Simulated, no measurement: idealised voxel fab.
Presented below is a process module, voxel lift off.
We display cut, a cross-section 195 nm in width whose square cells are each 5 nm.
Cross-section = grid of square cells, listed top down in bands; band = one or more rows.
Top height, bottom height, nm. Materials left to right, width each, nm. Single material + "throughout" = fills band edge to edge. "blank" = empty.
For the purposes of this specification, 0 denotes the height below which the wafer in its as-received condition is composed wholly of one material, and the lowermost band, lacking a lower limit, extends downward without end, as expressed in "0..down".
Think of "30 to 40" as a width that walks from the first number to the second as you go down the band, top row to bottom row, taking equal-sized steps from row to row.
"nothing altered" means the step left every cell of the cross-section as it was.
Each empty space that has no open way to the top and spans at least 8 cells appears under "Unvented cavities" as width x height at distance, the distance counted from the left edge, all in nm.
Note: text after step settings on the step line = simulator remark on that step.
"overlay nm" on a masked step: distance the mask lay right of its planned place, negative for left.
Reading key. Pairs: pre-step and post-step cross-section, one process step apart; post-step view only to lowest changed band. Step between + settings: beneath pair. Runs: pairs may be from different runs of this module, same starting wafer. Continuation from pair above: only where "Pre-step condition" entry says.
Pre-step condition:
0..down: Si throughout
Unvented cavities: none
Cut View, Post-Step:
15..0: Al2O3 throughout
Nothing below the height 0 has changed.
Unvented cavities: none
The structure shown above changes from one cross-section to the other through op CONFORMAL_DEP | material Al2O3 | thk nm 15
Pre-step condition: after-state, pair directly above.
Cut View, Post-Step:
45..15: 20 of resist | 15 of blank | 30 of resist | 15 of blank | 30 of resist | 15 of blank | 30 of resist | 15 of blank | 25 of resist
Nothing below the height 15 has changed.
Unvented cavities: none
The structure shown above changes from one cross-section to the other through op PATTERN | tone open | mask id LINES | material resist | width nm 15 | pitch nm 45 | thk nm 30 | overlay nm 0
Pre-step condition: after-state, pair directly above.
Cut View, Post-Step:
60..45: 20 of Ru | 15 of blank | 30 of Ru | 15 of blank | 30 of Ru | 15 of blank | 30 of Ru | 15 of blank | 25 of Ru
45..30: 20 of resist | 15 of blank | 30 of resist | 15 of blank | 30 of resist | 15 of blank | 30 of resist | 15 of blank | 25 of resist
30..15: 20 of resist | 15 of Ru | 30 of resist | 15 of Ru | 30 of resist | 15 of Ru | 30 of resist | 15 of Ru | 25 of resist
Nothing below the height 15 has changed.
Unvented cavities: none
The structure shown above changes from one cross-section to the other through op DIRECTIONAL_DEP | material Ru | thk nm 15
Pre-step condition: after-state, pair directly above.
Cut View, Post-Step:
30..15: 20 of blank | 15 of Ru | 30 of blank | 15 of Ru | 30 of blank | 15 of Ru | 30 of blank | 15 of Ru | 25 of blank
Nothing below the height 15 has changed.
Unvented cavities: none
The structure shown above changes from one cross-section to the other through op STRIP | etch materials resist
Pre-step condition: after-state, pair directly above.
Cut View, Post-Step:
35..30: 15 of blank | 25 of SiN | 20 of blank | 25 of SiN | 20 of blank | 25 of SiN | 20 of blank | 25 of SiN | 20 of blank
30..20: 15 of blank | 5 of SiN | 15 of Ru | 5 of SiN | 20 of blank | 5 of SiN | 15 of Ru | 5 of SiN | 20 of blank | 5 of SiN | 15 of Ru | 5 of SiN | 20 of blank | 5 of SiN | 15 of Ru | 5 of SiN | 20 of blank
20..15: 20 of SiN | 15 of Ru | 30 of SiN | 15 of Ru | 30 of SiN | 15 of Ru | 30 of SiN | 15 of Ru | 25 of SiN
Nothing below the height 15 has changed.
Unvented cavities: none
The structure shown above changes from one cross-section to the other through op CONFORMAL_DEP | material SiN | thk nm 5
Pre-step condition:
45..15: 20 of resist | 15 of blank | 30 of resist | 15 of blank | 30 of resist | 15 of blank | 30 of resist | 15 of blank | 25 of resist
15..0: Al2O3 throughout
0..down: Si throughout
Unvented cavities: none
Cut View, Post-Step:
15..0: Al2O3 throughout
Nothing below the height 0 has changed.
Unvented cavities: none
The structure shown above changes from one cross-section to the other through op STRIP | etch materials resist
Pre-step condition: after-state, pair directly above.
Cut View, Post-Step:
20..15: SiN throughout
Nothing below the height 15 has changed.
Unvented cavities: none
The structure shown above changes from one cross-section to the other through op CONFORMAL_DEP | material SiN | thk nm 5
Pre-step condition:
15..0: Al2O3 throughout
0..down: Si throughout
Unvented cavities: none
Cut View, Post-Step:
30..0: Al2O3 throughout
Nothing below the height 0 has changed.
Unvented cavities: none
The structure shown above changes from one cross-section to the other through op CONFORMAL_DEP | material Al2O3 | thk nm 15
Pre-step condition: after-state, pair directly above.
Cut View, Post-Step:
60..30: 20 of resist | 15 of blank | 30 of resist | 15 of blank | 30 of resist | 15 of blank | 30 of resist | 15 of blank | 25 of resist
Nothing below the height 30 has changed.
Unvented cavities: none
The structure shown above changes from one cross-section to the other through op PATTERN | tone open | mask id LINES | material resist | width nm 15 | pitch nm 45 | thk nm 30 | overlay nm 0
Pre-step condition: after-state, pair directly above.
Cut View, Post-Step:
75..60: 20 of Ru | 15 of blank | 30 of Ru | 15 of blank | 30 of Ru | 15 of blank | 30 of Ru | 15 of blank | 25 of Ru
60..45: 20 of resist | 15 of blank | 30 of resist | 15 of blank | 30 of resist | 15 of blank | 30 of resist | 15 of blank | 25 of resist
45..30: 20 of resist | 15 of Ru | 30 of resist | 15 of Ru | 30 of resist | 15 of Ru | 30 of resist | 15 of Ru | 25 of resist
Nothing below the height 30 has changed.
Unvented cavities: none
The structure shown above changes from one cross-section to the other through op DIRECTIONAL_DEP | material Ru | thk nm 15
Pre-step condition: after-state, pair directly above.
Cut View, Post-Step:
45..30: 20 of blank | 15 of Ru | 30 of blank | 15 of Ru | 30 of blank | 15 of Ru | 30 of blank | 15 of Ru | 25 of blank
Nothing below the height 30 has changed.
Unvented cavities: none
The structure shown above changes from one cross-section to the other through op STRIP | etch materials resist
Pre-step condition: after-state, pair directly above.
Cut View, Post-Step:
50..45: 15 of blank | 25 of SiN | 20 of blank | 25 of SiN | 20 of blank | 25 of SiN | 20 of blank | 25 of SiN | 20 of blank
45..35: 15 of blank | 5 of SiN | 15 of Ru | 5 of SiN | 20 of blank | 5 of SiN | 15 of Ru | 5 of SiN | 20 of blank | 5 of SiN | 15 of Ru | 5 of SiN | 20 of blank | 5 of SiN | 15 of Ru | 5 of SiN | 20 of blank
35..30: 20 of SiN | 15 of Ru | 30 of SiN | 15 of Ru | 30 of SiN | 15 of Ru | 30 of SiN | 15 of Ru | 25 of SiN
Nothing below the height 30 has changed.
Unvented cavities: none
The structure shown above changes from one cross-section to the other through op CONFORMAL_DEP | material SiN | thk nm 5
Pre-step condition:
0..down: Si throughout
Unvented cavities: none
Cut View, Post-Step:
5..0: Al2O3 throughout
Nothing below the height 0 has changed.
Unvented cavities: none
The structure shown above changes from one cross-section to the other through op CONFORMAL_DEP | material Al2O3 | thk nm 5
Pre-step condition: after-state, pair directly above.
Cut View, Post-Step:
35..5: 20 of resist | 15 of blank | 30 of resist | 15 of blank | 30 of resist | 15 of blank | 30 of resist | 15 of blank | 25 of resist
Nothing below the height 5 has changed.
Unvented cavities: none
The structure shown above changes from one cross-section to the other through op PATTERN | tone open | mask id LINES | material resist | width nm 15 | pitch nm 45 | thk nm 30 | overlay nm 0
Pre-step condition: after-state, pair directly above.
Cut View, Post-Step:
50..35: 20 of Ru | 15 of blank | 30 of Ru | 15 of blank | 30 of Ru | 15 of blank | 30 of Ru | 15 of blank | 25 of Ru
35..20: 20 of resist | 15 of blank | 30 of resist | 15 of blank | 30 of resist | 15 of blank | 30 of resist | 15 of blank | 25 of resist
20..5: 20 of resist | 15 of Ru | 30 of resist | 15 of Ru | 30 of resist | 15 of Ru | 30 of resist | 15 of Ru | 25 of resist
Nothing below the height 5 has changed.
Unvented cavities: none
The structure shown above changes from one cross-section to the other through op DIRECTIONAL_DEP | material Ru | thk nm 15
Pre-step condition: after-state, pair directly above.
Cut View, Post-Step:
20..5: 20 of blank | 15 of Ru | 30 of blank | 15 of Ru | 30 of blank | 15 of Ru | 30 of blank | 15 of Ru | 25 of blank
Nothing below the height 5 has changed.
Unvented cavities: none
The structure shown above changes from one cross-section to the other through op STRIP | etch materials resist
Pre-step condition: after-state, pair directly above.
Cut View, Post-Step:
25..20: 15 of blank | 25 of SiN | 20 of blank | 25 of SiN | 20 of blank | 25 of SiN | 20 of blank | 25 of SiN | 20 of blank
20..10: 15 of blank | 5 of SiN | 15 of Ru | 5 of SiN | 20 of blank | 5 of SiN | 15 of Ru | 5 of SiN | 20 of blank | 5 of SiN | 15 of Ru | 5 of SiN | 20 of blank | 5 of SiN | 15 of Ru | 5 of SiN | 20 of blank
10..5: 20 of SiN | 15 of Ru | 30 of SiN | 15 of Ru | 30 of SiN | 15 of Ru | 30 of SiN | 15 of Ru | 25 of SiN
Nothing below the height 5 has changed.
Unvented cavities: none
The structure shown above changes from one cross-section to the other through op CONFORMAL_DEP | material SiN | thk nm 5
Pre-step condition:
15..0: Al2O3 throughout
0..down: Si throughout
Unvented cavities: none
Cut View, Post-Step:
45..15: 20 of resist | 20 of blank | 25 of resist | 20 of blank | 25 of resist | 20 of blank | 25 of resist | 20 of blank | 20 of resist
Nothing below the height 15 has changed.
Unvented cavities: none
The structure shown above changes from one cross-section to the other through op PATTERN | tone open | mask id LINES | material resist | width nm 20 | pitch nm 45 | thk nm 30 | overlay nm 0
Pre-step condition: after-state, pair directly above.
Cut View, Post-Step:
60..45: 20 of Ru | 20 of blank | 25 of Ru | 20 of blank | 25 of Ru | 20 of blank | 25 of Ru | 20 of blank | 20 of Ru
45..30: 20 of resist | 20 of blank | 25 of resist | 20 of blank | 25 of resist | 20 of blank | 25 of resist | 20 of blank | 20 of resist
30..15: 20 of resist | 20 of Ru | 25 of resist | 20 of Ru | 25 of resist | 20 of Ru | 25 of resist | 20 of Ru | 20 of resist
Nothing below the height 15 has changed.
Unvented cavities: none
The structure shown above changes from one cross-section to the other through op DIRECTIONAL_DEP | material Ru | thk nm 15
Pre-step condition: after-state, pair directly above.
Cut View, Post-Step:
30..15: 20 of blank | 20 of Ru | 25 of blank | 20 of Ru | 25 of blank | 20 of Ru | 25 of blank | 20 of Ru | 20 of blank
Nothing below the height 15 has changed.
Unvented cavities: none
The structure shown above changes from one cross-section to the other through op STRIP | etch materials resist
Pre-step condition: after-state, pair directly above.
Cut View, Post-Step:
35..30: 15 of blank | 30 of SiN | 15 of blank | 30 of SiN | 15 of blank | 30 of SiN | 15 of blank | 30 of SiN | 15 of blank
30..20: 15 of blank | 5 of SiN | 20 of Ru | 5 of SiN | 15 of blank | 5 of SiN | 20 of Ru | 5 of SiN | 15 of blank | 5 of SiN | 20 of Ru | 5 of SiN | 15 of blank | 5 of SiN | 20 of Ru | 5 of SiN | 15 of blank
20..15: 20 of SiN | 20 of Ru | 25 of SiN | 20 of Ru | 25 of SiN | 20 of Ru | 25 of SiN | 20 of Ru | 20 of SiN
Nothing below the height 15 has changed.
Unvented cavities: none
The structure shown above changes from one cross-section to the other through op CONFORMAL_DEP | material SiN | thk nm 5
Pre-step condition:
15..0: Al2O3 throughout
0..down: Si throughout
Unvented cavities: none
Cut View, Post-Step:
45..15: 15 of resist | 15 of blank | 30 of resist | 15 of blank | 30 of resist | 15 of blank | 30 of resist | 15 of blank | 30 of resist
Nothing below the height 15 has changed.
Unvented cavities: none
The structure shown above changes from one cross-section to the other through op PATTERN | tone open | mask id LINES | material resist | width nm 15 | pitch nm 45 | thk nm 30 | overlay nm -5
Pre-step condition: after-state, pair directly above.
Cut View, Post-Step:
60..45: 15 of Ru | 15 of blank | 30 of Ru | 15 of blank | 30 of Ru | 15 of blank | 30 of Ru | 15 of blank | 30 of Ru
45..30: 15 of resist | 15 of blank | 30 of resist | 15 of blank | 30 of resist | 15 of blank | 30 of resist | 15 of blank | 30 of resist
30..15: 15 of resist | 15 of Ru | 30 of resist | 15 of Ru | 30 of resist | 15 of Ru | 30 of resist | 15 of Ru | 30 of resist
Nothing below the height 15 has changed.
Unvented cavities: none
The structure shown above changes from one cross-section to the other through op DIRECTIONAL_DEP | material Ru | thk nm 15
Pre-step condition: after-state, pair directly above.
Cut View, Post-Step:
30..15: 15 of blank | 15 of Ru | 30 of blank | 15 of Ru | 30 of blank | 15 of Ru | 30 of blank | 15 of Ru | 30 of blank
Nothing below the height 15 has changed.
Unvented cavities: none
The structure shown above changes from one cross-section to the other through op STRIP | etch materials resist
Pre-step condition: after-state, pair directly above.
Cut View, Post-Step:
35..30: 10 of blank | 25 of SiN | 20 of blank | 25 of SiN | 20 of blank | 25 of SiN | 20 of blank | 25 of SiN | 25 of blank
30..20: 10 of blank | 5 of SiN | 15 of Ru | 5 of SiN | 20 of blank | 5 of SiN | 15 of Ru | 5 of SiN | 20 of blank | 5 of SiN | 15 of Ru | 5 of SiN | 20 of blank | 5 of SiN | 15 of Ru | 5 of SiN | 25 of blank
20..15: 15 of SiN | 15 of Ru | 30 of SiN | 15 of Ru | 30 of SiN | 15 of Ru | 30 of SiN | 15 of Ru | 30 of SiN
Nothing below the height 15 has changed.
Unvented cavities: none
The structure shown above changes from one cross-section to the other through op CONFORMAL_DEP | material SiN | thk nm 5
Pre-step condition:
45..15: 20 of resist | 15 of blank | 30 of resist | 15 of blank | 30 of resist | 15 of blank | 30 of resist | 15 of blank | 25 of resist
15..0: Al2O3 throughout
0..down: Si throughout
Unvented cavities: none
Cut View, Post-Step:
60..45: 20 of SiN | 15 of blank | 30 of SiN | 15 of blank | 30 of SiN | 15 of blank | 30 of SiN | 15 of blank | 25 of SiN
45..30: 20 of resist | 15 of blank | 30 of resist | 15 of blank | 30 of resist | 15 of blank | 30 of resist | 15 of blank | 25 of resist
30..15: 20 of resist | 15 of SiN | 30 of resist | 15 of SiN | 30 of resist | 15 of SiN | 30 of resist | 15 of SiN | 25 of resist
Nothing below the height 15 has changed.
Unvented cavities: none
The structure shown above changes from one cross-section to the other through op DIRECTIONAL_DEP | material SiN | thk nm 15
Pre-step condition: after-state, pair directly above.
Cut View, Post-Step:
30..15: 20 of blank | 15 of SiN | 30 of blank | 15 of SiN | 30 of blank | 15 of SiN | 30 of blank | 15 of SiN | 25 of blank
Nothing below the height 15 has changed.
Unvented cavities: none
The structure shown above changes from one cross-section to the other through op STRIP | etch materials resist
Pre-step condition: after-state, pair directly above.
Cut View, Post-Step:
35..20: 15 of blank | 25 of SiN | 20 of blank | 25 of SiN | 20 of blank | 25 of SiN | 20 of blank | 25 of SiN | 20 of blank
20..15: SiN throughout
Nothing below the height 15 has changed.
Unvented cavities: none
The structure shown above changes from one cross-section to the other through op CONFORMAL_DEP | material SiN | thk nm 5
Pre-step condition:
15..0: Al2O3 throughout
0..down: Si throughout
Unvented cavities: none
Cut View, Post-Step:
45..15: 20 of blank | 15 of resist | 30 of blank | 15 of resist | 30 of blank | 15 of resist | 30 of blank | 15 of resist | 25 of blank
Nothing below the height 15 has changed.
Unvented cavities: none
The structure shown above changes from one cross-section to the other through op PATTERN | tone cover | mask id LINES | material resist | width nm 15 | pitch nm 45 | thk nm 30 | overlay nm 0
Pre-step condition: after-state, pair directly above.
Cut View, Post-Step:
60..45: 20 of blank | 15 of Ru | 30 of blank | 15 of Ru | 30 of blank | 15 of Ru | 30 of blank | 15 of Ru | 25 of blank
45..30: 20 of blank | 15 of resist | 30 of blank | 15 of resist | 30 of blank | 15 of resist | 30 of blank | 15 of resist | 25 of blank
30..15: 20 of Ru | 15 of resist | 30 of Ru | 15 of resist | 30 of Ru | 15 of resist | 30 of Ru | 15 of resist | 25 of Ru
Nothing below the height 15 has changed.
Unvented cavities: none
The structure shown above changes from one cross-section to the other through op DIRECTIONAL_DEP | material Ru | thk nm 15
Pre-step condition: after-state, pair directly above.
Cut View, Post-Step:
30..15: 20 of Ru | 15 of blank | 30 of Ru | 15 of blank | 30 of Ru | 15 of blank | 30 of Ru | 15 of blank | 25 of Ru
Nothing below the height 15 has changed.
Unvented cavities: none
The structure shown above changes from one cross-section to the other through op STRIP | etch materials resist
Pre-step condition: after-state, pair directly above.
Cut View, Post-Step:
35..30: 25 of SiN | 5 of blank | 40 of SiN | 5 of blank | 40 of SiN | 5 of blank | 40 of SiN | 5 of blank | 30 of SiN
30..20: 20 of Ru | 5 of SiN | 5 of blank | 5 of SiN | 30 of Ru | 5 of SiN | 5 of blank | 5 of SiN | 30 of Ru | 5 of SiN | 5 of blank | 5 of SiN | 30 of Ru | 5 of SiN | 5 of blank | 5 of SiN | 25 of Ru
20..15: 20 of Ru | 15 of SiN | 30 of Ru | 15 of SiN | 30 of Ru | 15 of SiN | 30 of Ru | 15 of SiN | 25 of Ru
Nothing below the height 15 has changed.
Unvented cavities: none
The structure shown above changes from one cross-section to the other through op CONFORMAL_DEP | material SiN | thk nm 5
